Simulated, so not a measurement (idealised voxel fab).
This is a process module. Its name is voxel transistor to metal.
Each square cell in cross-section cut measures 5 nm, and the section as a whole is 150 nm wide.
In this document a cross-section is written as a grid of square cells. It is given as a series of bands, listed from the top down, and a band is one or more rows of cells.
Band entry format. Leading values: height of top, height of bottom, nm. Remainder: materials in left-to-right order, each with its width in nm. Special words: "edge to edge" on a single material, which then fills the band edge to edge; "air", empty space.
All heights in this document are referenced to 0, defined as the level beneath which the wafer, as received, consists entirely of one material. The lowest band is not bounded below; it extends indefinitely downward and is written in the form "0 and below".
The two numbers in a width such as "30 to 40" mark its ends across the band: the first belongs to the top row of cells, the second to the bottom row, and from each row to the next the width moves by the same amount.
Given "no alteration" for a step, no cell of the cross-section differs between before and after that step.
Heads up: "Sealed voids" only lists the empty pockets with no open path to the top that are 8 cells or more, and it writes them as width x height at distance, distance from the left edge, in nm.
Whatever follows a step's settings on its line is a remark the simulator itself makes about that step.
On any step carrying a mask, the "overlay nm" setting, if present on the step's line, tells how far right of its planned place the mask lay; negative values point to the left.

### Steps planned for the process
- 1: RECEIVE [material Si]
- 2: OXIDIZE [depth nm 5]
- 3: CONFORMAL_DEP [material SiN] [thk nm 15]
- 4: PATTERN [tone cover] [mask id ACTIVE] [material resist] [width nm 90] [thk nm 20] [overlay nm 0]
- 5: DIRECTIONAL_ETCH [etch materials SiN] [depth nm 15]
- 6: DIRECTIONAL_ETCH [etch materials SiO2] [depth nm 5]
- 7: DIRECTIONAL_ETCH [etch materials Si] [depth nm 25]
- 8: STRIP [etch materials resist]
- 9: FILL_DEP [material SiO2] [thk nm 5]
- 10: CMP [height nm 15]
- 11: SELECTIVE_ETCH [etch materials SiO2] [depth nm 15]
- 12: STRIP [etch materials SiN]
- 13: SELECTIVE_ETCH [etch materials SiO2] [depth nm 5]
- 14: OXIDIZE [depth nm 5]
- 15: DIRECTIONAL_DEP [material polySi] [thk nm 25]
- 16: DIRECTIONAL_DEP [material SiCN] [thk nm 15]
- 17: MASKED_ETCH [tone cover] [mask id GATE] [width nm 20] [etch materials SiCN] [depth nm 25] [overlay nm 0]
- 18: MASKED_ETCH [tone cover] [mask id GATE] [width nm 20] [etch materials polySi] [depth nm 35] [overlay nm 0]
- 19: CONFORMAL_DEP [material SiN] [thk nm 10]
- 20: DIRECTIONAL_ETCH [etch materials SiN] [depth nm 10]
- 21: DIRECTIONAL_ETCH [etch materials SiO2] [depth nm 5]
- 22: DIRECTIONAL_ETCH [etch materials Si] [depth nm 5]
- 23: EPI [material SiGe] [thk nm 10]
- 24: FILL_DEP [material SiO2] [thk nm 5]
- 25: CMP [height nm 35]
- 26: DIRECTIONAL_DEP [material SiO2] [thk nm 15]
- 27: PATTERN [tone open] [mask id CONTACT] [material resist] [width nm 15] [pitch nm 65] [thk nm 20] [overlay nm 0]
- 28: DIRECTIONAL_ETCH [etch materials SiO2] [depth nm 55]
- 29: STRIP [etch materials resist]
- 30: CONFORMAL_DEP [material TiN] [thk nm 5]
- 31: FILL_DEP [material W] [thk nm 10]
- 32: CMP [height nm 50]
- 33: DIRECTIONAL_DEP [material TiN] [thk nm 5]
- 34: DIRECTIONAL_DEP [material Ru] [thk nm 25]
- 35: DIRECTIONAL_DEP [material aC] [thk nm 10]
- 36: PATTERN [tone cover] [mask id METAL_1] [material resist] [width nm 15] [pitch nm 65] [thk nm 25] [overlay nm 0]
- 37: DIRECTIONAL_ETCH [etch materials aC] [depth nm 10]
- 38: STRIP [etch materials resist]
- 39: DIRECTIONAL_ETCH [etch materials Ru] [depth nm 25]
- 40: DIRECTIONAL_ETCH [etch materials TiN] [depth nm 5]
- 41: STRIP [etch materials aC]
- 42: CONFORMAL_DEP [material SiN] [thk nm 5]
- 43: FILL_DEP [material SiO2] [thk nm 5]
- 44: CMP [height nm 80]
- 45: CONFORMAL_DEP [material SiCN] [thk nm 5]
- 46: DIRECTIONAL_DEP [material SiO2] [thk nm 35]
- 47: PATTERN [tone open] [mask id METAL_2] [material resist] [width nm 15] [pitch nm 65] [thk nm 20] [overlay nm 0]
- 48: DIRECTIONAL_ETCH [etch materials SiO2] [depth nm 20]
- 49: STRIP [etch materials resist]
- 50: PATTERN [tone open] [mask id METAL_2_HOLES] [material resist] [width nm 15] [pitch nm 65] [thk nm 20] [overlay nm 0]
- 51: DIRECTIONAL_ETCH [etch materials SiO2] [depth nm 15]
- 52: DIRECTIONAL_ETCH [etch materials SiCN] [depth nm 5]
- 53: STRIP [etch materials resist]
- 54: CONFORMAL_DEP [material TiN] [thk nm 5]
- 55: FILL_DEP [material Ru] [thk nm 10]
- 56: CMP [height nm 120]
- 57: CONFORMAL_DEP [material SiN] [thk nm 5]

### Below: the first of two wafers, run as planned

### As received (post step 1): cross-section
* 0 and below: Si edge to edge
* Sealed voids: none

### Cross-section of the wafer subsequent to step 2
* 0 down to -5: SiO2 edge to edge
* All layers under -5 are left as they were.

### Cross-section of the wafer subsequent to step 3
* 15 down to 0: SiN edge to edge
* All layers under 0 are left as they were.

### Cross-section of the wafer subsequent to step 4
* 35 down to 15: 30 nm air, 90 nm resist, 30 nm air
* All layers under 15 are left as they were.

### Cross-section of the wafer subsequent to step 5
* 35 down to 15: 30 nm air, 90 nm resist, 30 nm air
* 15 down to 0: 30 nm air, 90 nm SiN, 30 nm air
* All layers under 0 are left as they were.

### Cross-section of the wafer subsequent to step 6
* 35 down to 15: 30 nm air, 90 nm resist, 30 nm air
* 15 down to 0: 30 nm air, 90 nm SiN, 30 nm air
* 0 down to -5: 30 nm air, 90 nm SiO2, 30 nm air
* All layers under -5 are left as they were.

### Cross-section of the wafer subsequent to step 7
* 35 down to 15: 30 nm air, 90 nm resist, 30 nm air
* 15 down to 0: 30 nm air, 90 nm SiN, 30 nm air
* 0 down to -5: 30 nm air, 90 nm SiO2, 30 nm air
* -5 down to -30: 30 nm air, 90 nm Si, 30 nm air
* All layers under -30 are left as they were.

### Cross-section of the wafer subsequent to step 8
* 15 down to 0: 30 nm air, 90 nm SiN, 30 nm air
* All layers under 0 are left as they were.

### Cross-section of the wafer subsequent to step 9
* 20 down to 15: SiO2 edge to edge
* 15 down to 0: 30 nm SiO2, 90 nm SiN, 30 nm SiO2
* 0 down to -5: SiO2 edge to edge
* -5 down to -30: 30 nm SiO2, 90 nm Si, 30 nm SiO2
* All layers under -30 are left as they were.

### Cross-section of the wafer subsequent to step 10
* 15 down to 0: 30 nm SiO2, 90 nm SiN, 30 nm SiO2
* All layers under 0 are left as they were.

### Cross-section of the wafer subsequent to step 11
* 15 down to 0: 30 nm air, 90 nm SiN, 30 nm air
* All layers under 0 are left as they were.

### Cross-section of the wafer subsequent to step 12
* 0 down to -5: SiO2 edge to edge
* All layers under -5 are left as they were.

### Cross-section of the wafer subsequent to step 13
* -5 down to -30: 30 nm SiO2, 90 nm Si, 30 nm SiO2
* All layers under -30 are left as they were.

### Cross-section of the wafer subsequent to step 14
* -5 down to -10: SiO2 edge to edge
* All layers under -10 are left as they were.

### Cross-section of the wafer subsequent to step 15
* 20 down to -5: polySi edge to edge
* All layers under -5 are left as they were.

### Cross-section of the wafer subsequent to step 16
* 35 down to 20: SiCN edge to edge
* All layers under 20 are left as they were.

### Cross-section of the wafer subsequent to step 17
* 35 down to 20: 65 nm air, 20 nm SiCN, 65 nm air
* All layers under 20 are left as they were.

### Cross-section of the wafer subsequent to step 18
* 35 down to 20: 65 nm air, 20 nm SiCN, 65 nm air
* 20 down to -5: 65 nm air, 20 nm polySi, 65 nm air
* All layers under -5 are left as they were.

### Cross-section of the wafer subsequent to step 19
* 45 down to 35: 55 nm air, 40 nm SiN, 55 nm air
* 35 down to 20: 55 nm air, 10 nm SiN, 20 nm SiCN, 10 nm SiN, 55 nm air
* 20 down to 5: 55 nm air, 10 nm SiN, 20 nm polySi, 10 nm SiN, 55 nm air
* 5 down to -5: 65 nm SiN, 20 nm polySi, 65 nm SiN
* All layers under -5 are left as they were.

### Cross-section of the wafer subsequent to step 20
* 35 down to 20: 55 nm air, 10 nm SiN, 20 nm SiCN, 10 nm SiN, 55 nm air
* 20 down to -5: 55 nm air, 10 nm SiN, 20 nm polySi, 10 nm SiN, 55 nm air
* All layers under -5 are left as they were.

### Cross-section of the wafer subsequent to step 21
* 35 down to 20: 55 nm air, 10 nm SiN, 20 nm SiCN, 10 nm SiN, 55 nm air
* 20 down to -5: 55 nm air, 10 nm SiN, 20 nm polySi, 10 nm SiN, 55 nm air
* -5 down to -10: 55 nm air, 40 nm SiO2, 55 nm air
* All layers under -10 are left as they were.

### Cross-section of the wafer subsequent to step 22
* 35 down to 20: 55 nm air, 10 nm SiN, 20 nm SiCN, 10 nm SiN, 55 nm air
* 20 down to -5: 55 nm air, 10 nm SiN, 20 nm polySi, 10 nm SiN, 55 nm air
* -5 down to -10: 55 nm air, 40 nm SiO2, 55 nm air
* -10 down to -15: 30 nm SiO2, 25 nm air, 40 nm Si, 25 nm air, 30 nm SiO2
* All layers under -15 are left as they were.

### Cross-section of the wafer subsequent to step 23
* 35 down to 20: 55 nm air, 10 nm SiN, 20 nm SiCN, 10 nm SiN, 55 nm air
* 20 down to 0: 55 nm air, 10 nm SiN, 20 nm polySi, 10 nm SiN, 55 nm air
* 0 down to -5: 45 nm air, 10 nm SiGe, 10 nm SiN, 20 nm polySi, 10 nm SiN, 10 nm SiGe, 45 nm air
* -5 down to -10: 25 nm air, 30 nm SiGe, 40 nm SiO2, 30 nm SiGe, 25 nm air
* -10 down to -15: 30 nm SiO2, 25 nm SiGe, 40 nm Si, 25 nm SiGe, 30 nm SiO2
* All layers under -15 are left as they were.

### Cross-section of the wafer subsequent to step 24
* 40 down to 35: SiO2 edge to edge
* 35 down to 20: 55 nm SiO2, 10 nm SiN, 20 nm SiCN, 10 nm SiN, 55 nm SiO2
* 20 down to 0: 55 nm SiO2, 10 nm SiN, 20 nm polySi, 10 nm SiN, 55 nm SiO2
* 0 down to -5: 45 nm SiO2, 10 nm SiGe, 10 nm SiN, 20 nm polySi, 10 nm SiN, 10 nm SiGe, 45 nm SiO2
* -5 down to -10: 25 nm SiO2, 30 nm SiGe, 40 nm SiO2, 30 nm SiGe, 25 nm SiO2
* All layers under -10 are left as they were.

### Cross-section of the wafer subsequent to step 25
* 35 down to 20: 55 nm SiO2, 10 nm SiN, 20 nm SiCN, 10 nm SiN, 55 nm SiO2
* All layers under 20 are left as they were.

### Cross-section of the wafer subsequent to step 26
* 50 down to 35: SiO2 edge to edge
* All layers under 35 are left as they were.

### Cross-section of the wafer subsequent to step 27
* 70 down to 50: 35 nm resist, 15 nm air, 50 nm resist, 15 nm air, 35 nm resist
* All layers under 50 are left as they were.

### Cross-section of the wafer subsequent to step 28
* 70 down to 50: 35 nm resist, 15 nm air, 50 nm resist, 15 nm air, 35 nm resist
* 50 down to 35: 35 nm SiO2, 15 nm air, 50 nm SiO2, 15 nm air, 35 nm SiO2
* 35 down to 20: 35 nm SiO2, 15 nm air, 5 nm SiO2, 10 nm SiN, 20 nm SiCN, 10 nm SiN, 5 nm SiO2, 15 nm air, 35 nm SiO2
* 20 down to 0: 35 nm SiO2, 15 nm air, 5 nm SiO2, 10 nm SiN, 20 nm polySi, 10 nm SiN, 5 nm SiO2, 15 nm air, 35 nm SiO2
* 0 down to -5: 35 nm SiO2, 10 nm air, 10 nm SiGe, 10 nm SiN, 20 nm polySi, 10 nm SiN, 10 nm SiGe, 10 nm air, 35 nm SiO2
* All layers under -5 are left as they were.

### Cross-section of the wafer subsequent to step 29
* 50 down to 35: 35 nm SiO2, 15 nm air, 50 nm SiO2, 15 nm air, 35 nm SiO2
* All layers under 35 are left as they were.

### Cross-section of the wafer subsequent to step 30
* 55 down to 50: 40 nm TiN, 5 nm air, 60 nm TiN, 5 nm air, 40 nm TiN
* 50 down to 35: 35 nm SiO2, 5 nm TiN, 5 nm air, 5 nm TiN, 50 nm SiO2, 5 nm TiN, 5 nm air, 5 nm TiN, 35 nm SiO2
* 35 down to 20: 35 nm SiO2, 5 nm TiN, 5 nm air, 5 nm TiN, 5 nm SiO2, 10 nm SiN, 20 nm SiCN, 10 nm SiN, 5 nm SiO2, 5 nm TiN, 5 nm air, 5 nm TiN, 35 nm SiO2
* 20 down to 5: 35 nm SiO2, 5 nm TiN, 5 nm air, 5 nm TiN, 5 nm SiO2, 10 nm SiN, 20 nm polySi, 10 nm SiN, 5 nm SiO2, 5 nm TiN, 5 nm air, 5 nm TiN, 35 nm SiO2
* 5 down to 0: 35 nm SiO2, 15 nm TiN, 5 nm SiO2, 10 nm SiN, 20 nm polySi, 10 nm SiN, 5 nm SiO2, 15 nm TiN, 35 nm SiO2
* 0 down to -5: 35 nm SiO2, 10 nm TiN, 10 nm SiGe, 10 nm SiN, 20 nm polySi, 10 nm SiN, 10 nm SiGe, 10 nm TiN, 35 nm SiO2
* All layers under -5 are left as they were.

### Cross-section of the wafer subsequent to step 31
* 65 down to 55: W edge to edge
* 55 down to 50: 40 nm TiN, 5 nm W, 60 nm TiN, 5 nm W, 40 nm TiN
* 50 down to 35: 35 nm SiO2, 5 nm TiN, 5 nm W, 5 nm TiN, 50 nm SiO2, 5 nm TiN, 5 nm W, 5 nm TiN, 35 nm SiO2
* 35 down to 20: 35 nm SiO2, 5 nm TiN, 5 nm W, 5 nm TiN, 5 nm SiO2, 10 nm SiN, 20 nm SiCN, 10 nm SiN, 5 nm SiO2, 5 nm TiN, 5 nm W, 5 nm TiN, 35 nm SiO2
* 20 down to 5: 35 nm SiO2, 5 nm TiN, 5 nm W, 5 nm TiN, 5 nm SiO2, 10 nm SiN, 20 nm polySi, 10 nm SiN, 5 nm SiO2, 5 nm TiN, 5 nm W, 5 nm TiN, 35 nm SiO2
* All layers under 5 are left as they were.

### Cross-section of the wafer subsequent to step 32
* 50 down to 35: 35 nm SiO2, 5 nm TiN, 5 nm W, 5 nm TiN, 50 nm SiO2, 5 nm TiN, 5 nm W, 5 nm TiN, 35 nm SiO2
* All layers under 35 are left as they were.

### Cross-section of the wafer subsequent to step 33
* 55 down to 50: TiN edge to edge
* All layers under 50 are left as they were.

### Cross-section of the wafer subsequent to step 34
* 80 down to 55: Ru edge to edge
* All layers under 55 are left as they were.

### Cross-section of the wafer subsequent to step 35
* 90 down to 80: aC edge to edge
* All layers under 80 are left as they were.

### Cross-section of the wafer subsequent to step 36
* 115 down to 90: 35 nm air, 15 nm resist, 50 nm air, 15 nm resist, 35 nm air
* All layers under 90 are left as they were.

### Cross-section of the wafer subsequent to step 37
* 105 down to 90: 35 nm air, 15 nm resist, 50 nm air, 15 nm resist, 35 nm air
* 90 down to 80: 35 nm air, 15 nm aC, 50 nm air, 15 nm aC, 35 nm air
* All layers under 80 are left as they were.

### Cross-section of the wafer subsequent to step 38
* 90 down to 80: 35 nm air, 15 nm aC, 50 nm air, 15 nm aC, 35 nm air
* All layers under 80 are left as they were.

### Cross-section of the wafer subsequent to step 39
* 90 down to 80: 35 nm air, 15 nm aC, 50 nm air, 15 nm aC, 35 nm air
* 80 down to 55: 35 nm air, 15 nm Ru, 50 nm air, 15 nm Ru, 35 nm air
* All layers under 55 are left as they were.

### Cross-section of the wafer subsequent to step 40
* 90 down to 80: 35 nm air, 15 nm aC, 50 nm air, 15 nm aC, 35 nm air
* 80 down to 55: 35 nm air, 15 nm Ru, 50 nm air, 15 nm Ru, 35 nm air
* 55 down to 50: 35 nm air, 15 nm TiN, 50 nm air, 15 nm TiN, 35 nm air
* All layers under 50 are left as they were.

### Cross-section of the wafer subsequent to step 41
* 80 down to 55: 35 nm air, 15 nm Ru, 50 nm air, 15 nm Ru, 35 nm air
* All layers under 55 are left as they were.

### Cross-section of the wafer subsequent to step 42
* 85 down to 80: 30 nm air, 25 nm SiN, 40 nm air, 25 nm SiN, 30 nm air
* 80 down to 55: 30 nm air, 5 nm SiN, 15 nm Ru, 5 nm SiN, 40 nm air, 5 nm SiN, 15 nm Ru, 5 nm SiN, 30 nm air
* 55 down to 50: 35 nm SiN, 15 nm TiN, 50 nm SiN, 15 nm TiN, 35 nm SiN
* All layers under 50 are left as they were.

### Cross-section of the wafer subsequent to step 43
* 90 down to 85: SiO2 edge to edge
* 85 down to 80: 30 nm SiO2, 25 nm SiN, 40 nm SiO2, 25 nm SiN, 30 nm SiO2
* 80 down to 55: 30 nm SiO2, 5 nm SiN, 15 nm Ru, 5 nm SiN, 40 nm SiO2, 5 nm SiN, 15 nm Ru, 5 nm SiN, 30 nm SiO2
* All layers under 55 are left as they were.

### Cross-section of the wafer subsequent to step 44
* 80 down to 55: 30 nm SiO2, 5 nm SiN, 15 nm Ru, 5 nm SiN, 40 nm SiO2, 5 nm SiN, 15 nm Ru, 5 nm SiN, 30 nm SiO2
* All layers under 55 are left as they were.

### Cross-section of the wafer subsequent to step 45
* 85 down to 80: SiCN edge to edge
* All layers under 80 are left as they were.

### Cross-section of the wafer subsequent to step 46
* 120 down to 85: SiO2 edge to edge
* All layers under 85 are left as they were.

### Cross-section of the wafer subsequent to step 47
* 140 down to 120: 35 nm resist, 15 nm air, 50 nm resist, 15 nm air, 35 nm resist
* All layers under 120 are left as they were.

### Cross-section of the wafer subsequent to step 48
* 140 down to 120: 35 nm resist, 15 nm air, 50 nm resist, 15 nm air, 35 nm resist
* 120 down to 100: 35 nm SiO2, 15 nm air, 50 nm SiO2, 15 nm air, 35 nm SiO2
* All layers under 100 are left as they were.

### Cross-section of the wafer subsequent to step 49
* 120 down to 100: 35 nm SiO2, 15 nm air, 50 nm SiO2, 15 nm air, 35 nm SiO2
* All layers under 100 are left as they were.

### Cross-section of the wafer subsequent to step 50
* 140 down to 120: 35 nm resist, 15 nm air, 50 nm resist, 15 nm air, 35 nm resist
* All layers under 120 are left as they were.

### Cross-section of the wafer subsequent to step 51
* 140 down to 120: 35 nm resist, 15 nm air, 50 nm resist, 15 nm air, 35 nm resist
* 120 down to 85: 35 nm SiO2, 15 nm air, 50 nm SiO2, 15 nm air, 35 nm SiO2
* All layers under 85 are left as they were.

### Cross-section of the wafer subsequent to step 52
* 140 down to 120: 35 nm resist, 15 nm air, 50 nm resist, 15 nm air, 35 nm resist
* 120 down to 85: 35 nm SiO2, 15 nm air, 50 nm SiO2, 15 nm air, 35 nm SiO2
* 85 down to 80: 35 nm SiCN, 15 nm air, 50 nm SiCN, 15 nm air, 35 nm SiCN
* All layers under 80 are left as they were.

### Cross-section of the wafer subsequent to step 53
* 120 down to 85: 35 nm SiO2, 15 nm air, 50 nm SiO2, 15 nm air, 35 nm SiO2
* All layers under 85 are left as they were.

### Cross-section of the wafer subsequent to step 54
* 125 down to 120: 40 nm TiN, 5 nm air, 60 nm TiN, 5 nm air, 40 nm TiN
* 120 down to 85: 35 nm SiO2, 5 nm TiN, 5 nm air, 5 nm TiN, 50 nm SiO2, 5 nm TiN, 5 nm air, 5 nm TiN, 35 nm SiO2
* 85 down to 80: 35 nm SiCN, 15 nm TiN, 50 nm SiCN, 15 nm TiN, 35 nm SiCN
* All layers under 80 are left as they were.

### Cross-section of the wafer subsequent to step 55
* 135 down to 125: Ru edge to edge
* 125 down to 120: 40 nm TiN, 5 nm Ru, 60 nm TiN, 5 nm Ru, 40 nm TiN
* 120 down to 85: 35 nm SiO2, 5 nm TiN, 5 nm Ru, 5 nm TiN, 50 nm SiO2, 5 nm TiN, 5 nm Ru, 5 nm TiN, 35 nm SiO2
* All layers under 85 are left as they were.

### Cross-section of the wafer subsequent to step 56
* 120 down to 85: 35 nm SiO2, 5 nm TiN, 5 nm Ru, 5 nm TiN, 50 nm SiO2, 5 nm TiN, 5 nm Ru, 5 nm TiN, 35 nm SiO2
* All layers under 85 are left as they were.

### Cross-section of the wafer subsequent to step 57
* 125 down to 120: SiN edge to edge
* All layers under 120 are left as they were.

### The Second Wafer: Common Origin and Plan, One Mistake in Execution, Identical to the First Through Step 42

### Second wafer shown in cross-section at the time step 43 was slated to end
* 90 down to 85: TiN edge to edge
* 85 down to 80: 30 nm TiN, 25 nm SiN, 40 nm TiN, 25 nm SiN, 30 nm TiN
* 80 down to 55: 30 nm TiN, 5 nm SiN, 15 nm Ru, 5 nm SiN, 40 nm TiN, 5 nm SiN, 15 nm Ru, 5 nm SiN, 30 nm TiN
* All layers under 55 are left as they were.

### Second wafer shown in cross-section at the time step 44 was slated to end
* 80 down to 55: 30 nm TiN, 5 nm SiN, 15 nm Ru, 5 nm SiN, 40 nm TiN, 5 nm SiN, 15 nm Ru, 5 nm SiN, 30 nm TiN
* All layers under 55 are left as they were.

### Second wafer shown in cross-section at the time step 45 was slated to end
* 85 down to 80: SiCN edge to edge
* All layers under 80 are left as they were.

### Second wafer shown in cross-section at the time step 46 was slated to end
* 120 down to 85: SiO2 edge to edge
* All layers under 85 are left as they were.

### Second wafer shown in cross-section at the time step 47 was slated to end
* 140 down to 120: 35 nm resist, 15 nm air, 50 nm resist, 15 nm air, 35 nm resist
* All layers under 120 are left as they were.

### Second wafer shown in cross-section at the time step 48 was slated to end
* 140 down to 120: 35 nm resist, 15 nm air, 50 nm resist, 15 nm air, 35 nm resist
* 120 down to 100: 35 nm SiO2, 15 nm air, 50 nm SiO2, 15 nm air, 35 nm SiO2
* All layers under 100 are left as they were.

### Second wafer shown in cross-section at the time step 49 was slated to end
* 120 down to 100: 35 nm SiO2, 15 nm air, 50 nm SiO2, 15 nm air, 35 nm SiO2
* All layers under 100 are left as they were.

### Second wafer shown in cross-section at the time step 50 was slated to end
* 140 down to 120: 35 nm resist, 15 nm air, 50 nm resist, 15 nm air, 35 nm resist
* All layers under 120 are left as they were.

### Second wafer shown in cross-section at the time step 51 was slated to end
* 140 down to 120: 35 nm resist, 15 nm air, 50 nm resist, 15 nm air, 35 nm resist
* 120 down to 85: 35 nm SiO2, 15 nm air, 50 nm SiO2, 15 nm air, 35 nm SiO2
* All layers under 85 are left as they were.

### Second wafer shown in cross-section at the time step 52 was slated to end
* 140 down to 120: 35 nm resist, 15 nm air, 50 nm resist, 15 nm air, 35 nm resist
* 120 down to 85: 35 nm SiO2, 15 nm air, 50 nm SiO2, 15 nm air, 35 nm SiO2
* 85 down to 80: 35 nm SiCN, 15 nm air, 50 nm SiCN, 15 nm air, 35 nm SiCN
* All layers under 80 are left as they were.

### Second wafer shown in cross-section at the time step 53 was slated to end
* 120 down to 85: 35 nm SiO2, 15 nm air, 50 nm SiO2, 15 nm air, 35 nm SiO2
* All layers under 85 are left as they were.

### Second wafer shown in cross-section at the time step 54 was slated to end
* 125 down to 120: 40 nm TiN, 5 nm air, 60 nm TiN, 5 nm air, 40 nm TiN
* 120 down to 85: 35 nm SiO2, 5 nm TiN, 5 nm air, 5 nm TiN, 50 nm SiO2, 5 nm TiN, 5 nm air, 5 nm TiN, 35 nm SiO2
* 85 down to 80: 35 nm SiCN, 15 nm TiN, 50 nm SiCN, 15 nm TiN, 35 nm SiCN
* All layers under 80 are left as they were.

### Second wafer shown in cross-section at the time step 55 was slated to end
* 135 down to 125: Ru edge to edge
* 125 down to 120: 40 nm TiN, 5 nm Ru, 60 nm TiN, 5 nm Ru, 40 nm TiN
* 120 down to 85: 35 nm SiO2, 5 nm TiN, 5 nm Ru, 5 nm TiN, 50 nm SiO2, 5 nm TiN, 5 nm Ru, 5 nm TiN, 35 nm SiO2
* All layers under 85 are left as they were.

### Second wafer shown in cross-section at the time step 56 was slated to end
* 120 down to 85: 35 nm SiO2, 5 nm TiN, 5 nm Ru, 5 nm TiN, 50 nm SiO2, 5 nm TiN, 5 nm Ru, 5 nm TiN, 35 nm SiO2
* All layers under 85 are left as they were.

### Second wafer shown in cross-section at the time step 57 was slated to end
* 125 down to 120: SiN edge to edge
* All layers under 120 are left as they were.
Deviation noted in wafer processing: step 43: run off-plan, actual operation and settings FILL_DEP [material TiN] [thk nm 5]
Cell-count delta at end, second wafer over first, by material: -100 SiO2, +100 TiN
